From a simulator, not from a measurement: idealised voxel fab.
process module | voxel self aligned contacts
cross-section cut | 285 nm wide | cells 5 nm
A cross-section is a grid of square cells, given in bands from the top down. A band is one or more rows of cells.
Each band's line starts with the height of the band's top and of its bottom, in nm. Then come its materials from left to right, each with its width in nm. One material with "throughout" fills the band from edge to edge. "air" is empty space.
Height 0 is the level under which the wafer as received is all one material. The lowest band goes on downwards, as in "0 down".
A width such as "30 to 40" changes by the same amount from each row of cells to the next, from the band's top row to its bottom row.
"no change" after a step means that no cell of the cross-section changed.
closed voids: empty space of 8 cells or more with no open way to the top, each as width x height at its distance from the left edge, in nm
after a step's settings: what the simulator itself notes on the step
overlay nm, on a step with a mask: how far to the right of its planned place the mask lay; to the left if negative
plan
1 op RECEIVE | material Si
2 op OXIDIZE | depth nm 5
3 op DIRECTIONAL_DEP | material polySi | thk nm 30
4 op DIRECTIONAL_DEP | material SiN | thk nm 20
5 op MASKED_ETCH | tone cover | mask id GATE | width nm 25 | pitch nm 70 | etch materials SiN | depth nm 20 | overlay nm 0
6 op MASKED_ETCH | tone cover | mask id GATE | width nm 25 | pitch nm 70 | etch materials polySi | depth nm 30 | overlay nm 0
7 op CONFORMAL_DEP | material SiN | thk nm 10
8 op DIRECTIONAL_ETCH | etch materials SiN | depth nm 10
9 op FILL_DEP | material SiO2 | thk nm 20
10 op CMP | height nm 60
11 op DIRECTIONAL_DEP | material aC | thk nm 10
12 op PATTERN | tone open | mask id CONTACT | material resist | width nm 55 | pitch nm 70 | thk nm 30 | overlay nm 0
13 op DIRECTIONAL_ETCH | etch materials aC | depth nm 10
14 op STRIP | etch materials resist
15 op DIRECTIONAL_ETCH | etch materials SiO2 | depth nm 65
16 op STRIP | etch materials aC
17 op CONFORMAL_DEP | material TiN | thk nm 5
18 op FILL_DEP | material W | thk nm 10
19 op CMP | height nm 60
20 op CONFORMAL_DEP | material SiN | thk nm 5
as received, after step 1
  0 down: Si throughout
  closed voids: none
first wafer at the end, as planned
  65 to 60: SiN throughout
  60 to 50: SiO2 80 | TiN 5 to 20 | W 45 to 15 | TiN 5 to 20 | SiO2 15 | TiN 5 to 20 | W 45 to 15 | TiN 5 to 20 | SiO2 80
  50 to 30: SiO2 50 | SiN 45 | TiN 5 | W 15 | TiN 5 | SiN 45 | TiN 5 | W 15 | TiN 5 | SiN 45 | SiO2 50
  30 to 0: SiO2 50 | SiN 10 | polySi 25 | SiN 10 | TiN 5 | W 15 | TiN 5 | SiN 10 | polySi 25 | SiN 10 | TiN 5 | W 15 | TiN 5 | SiN 10 | polySi 25 | SiN 10 | SiO2 50
  0 to -5: SiO2 95 | TiN 25 | SiO2 45 | TiN 25 | SiO2 95
  -5 down: Si throughout
  closed voids: none
second wafer at the end: like start, like plan, one mistake
  65 to 60: SiN throughout
  60 to 50: SiO2 80 | TiN 5 to 15 | W 45 to 25 | TiN 5 to 15 | SiO2 15 | TiN 5 to 15 | W 45 to 25 | TiN 5 to 15 | SiO2 80
  50 to 35: SiO2 55 | SiN 35 | TiN 5 | W 25 | TiN 5 | SiN 35 | TiN 5 | W 25 | TiN 5 | SiN 35 | SiO2 55
  35 to 30: SiO2 55 | SiN 35 | TiN 10 | W 15 | TiN 10 | SiN 35 | TiN 10 | W 15 | TiN 10 | SiN 35 | SiO2 55
  30 to 0: SiO2 50 | SiN 10 | polySi 25 | SiN 10 | TiN 5 | W 15 | TiN 5 | SiN 10 | polySi 25 | SiN 10 | TiN 5 | W 15 | TiN 5 | SiN 10 | polySi 25 | SiN 10 | SiO2 50
  0 to -5: SiO2 95 | TiN 25 | SiO2 45 | TiN 25 | SiO2 95
  -5 down: Si throughout
  closed voids: none
what went wrong: step 5 ran as: op MASKED_ETCH | tone cover | mask id GATE | width nm 15 | pitch nm 70 | etch materials SiN | depth nm 20 | overlay nm 0
at the end the second wafer has, in cells: 24 fewer of SiN | 8 more of SiO2 | 16 more of W
